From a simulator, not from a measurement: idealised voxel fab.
Process module, titled voxel wiring stack
Section cut is 185 nm wide and gridded with 5 nm square cells.
Think of the cross-section as a grid of square cells. We describe it in bands, top to bottom, and each band covers one or more rows of those cells. Top height, bottom height, nm. Materials left to right, width each, nm. Single material + "edge to edge" = fills band edge to edge. "empty" = empty. Height datum 0, below which the as-received substrate wafer is one material. Lowest band open at the bottom, running downward: "0 -> down". Width spec "30..40" -> top row of cells at first value, bottom row at second value, equal per-row change in between. When a step is marked "no alterations made", none of the cells in the cross-section changed during that step. "Internal closed voids" enumerates empty spaces isolated from the top, with no open way to it, that contain at least 8 cells, giving each as width x height at distance from the left edge, all three in nm. Anything after a step's settings on that line? It's the simulator's own note about the step. "overlay nm", when on a step's line for a step with a mask, measures how far to the right of its planned place the mask lay; a negative measure means to the left.

Steps in the process plan
- 1: RECEIVE, material Si
- 2: CONFORMAL_DEP, material SiO2, thk nm 10
- 3: DIRECTIONAL_DEP, material TiN, thk nm 5
- 4: DIRECTIONAL_DEP, material Ru, thk nm 25
- 5: MASKED_ETCH, tone cover, mask id METAL_1, width nm 20, pitch nm 45, etch materials Ru, depth nm 25, overlay nm 0
- 6: MASKED_ETCH, tone cover, mask id METAL_1, width nm 20, pitch nm 45, etch materials TiN, depth nm 5, overlay nm 0
- 7: CONFORMAL_DEP, material SiCN, thk nm 5
- 8: FILL_DEP, material SiO2, thk nm 10
- 9: CMP, height nm 40
- 10: CONFORMAL_DEP, material SiCN, thk nm 5
- 11: DIRECTIONAL_DEP, material SiO2, thk nm 15
- 12: MASKED_ETCH, tone open, mask id PLUG_1, width nm 15, pitch nm 45, etch materials SiO2, depth nm 15, overlay nm 0
- 13: MASKED_ETCH, tone open, mask id PLUG_1, width nm 15, pitch nm 45, etch materials SiCN, depth nm 5, overlay nm 0
- 14: EPI, material Ru, thk nm 10
- 15: EPI, material Ru, thk nm 10
- 16: DIRECTIONAL_DEP, material TiN, thk nm 5
- 17: DIRECTIONAL_DEP, material Ru, thk nm 20
- 18: DIRECTIONAL_DEP, material aC, thk nm 15
- 19: PATTERN, tone cover, mask id METAL_2, material resist, width nm 20, pitch nm 45, thk nm 30, overlay nm 0
- 20: DIRECTIONAL_ETCH, etch materials aC, depth nm 15
- 21: STRIP, etch materials resist
- 22: DIRECTIONAL_ETCH, etch materials Ru, depth nm 20
- 23: DIRECTIONAL_ETCH, etch materials TiN, depth nm 5
- 24: STRIP, etch materials aC
- 25: FILL_DEP, material lowk, thk nm 5
- 26: CMP, height nm 85
- 27: CONFORMAL_DEP, material SiCN, thk nm 5

Here's what the wafer looked like in cross-section when it arrived - that's after step 1
- 0 -> down  Si edge to edge
- Internal closed voids: none

Post-module cross-section: identical start and plan to those above, one misstep in execution
- 90 -> 85  SiCN edge to edge
- 85 -> 65  lowk: 35, then Ru: 20, then lowk: 25, then Ru: 20, then lowk: 25, then Ru: 20, then lowk: 40
- 65 -> 60  lowk: 35, then TiN: 20, then lowk: 25, then TiN: 20, then lowk: 25, then TiN: 20, then lowk: 40
- 60 -> 45  SiO2: 35, then Ru: 15, then SiO2: 30, then Ru: 15, then SiO2: 30, then Ru: 15, then SiO2: 45
- 45 -> 40  SiCN: 35, then Ru: 15, then SiCN: 30, then Ru: 15, then SiCN: 30, then Ru: 15, then SiCN: 45
- 40 -> 20  SiO2: 30, then SiCN: 5, then Ru: 20, then SiCN: 5, then SiO2: 15, then SiCN: 5, then Ru: 20, then SiCN: 5, then SiO2: 15, then SiCN: 5, then Ru: 20, then SiCN: 5, then SiO2: 35
- 20 -> 15  SiO2: 30, then SiCN: 5, then Ru: 20, then SiCN: 15, then SiO2: 5, then SiCN: 5, then Ru: 20, then SiCN: 15, then SiO2: 5, then SiCN: 5, then Ru: 20, then SiCN: 15, then SiO2: 25
- 15 -> 10  SiCN: 35, then TiN: 30, then SiCN: 15, then TiN: 30, then SiCN: 15, then TiN: 30, then SiCN: 30
- 10 -> 0  SiO2 edge to edge
- 0 -> down  Si edge to edge
- Internal closed voids: none
What broke from the plan during processing? step 6 was processed under conditions differing from the plan, specifically as MASKED_ETCH, tone cover, mask id METAL_1, width nm 20, pitch nm 45, etch materials TiN, depth nm 5, overlay nm 10
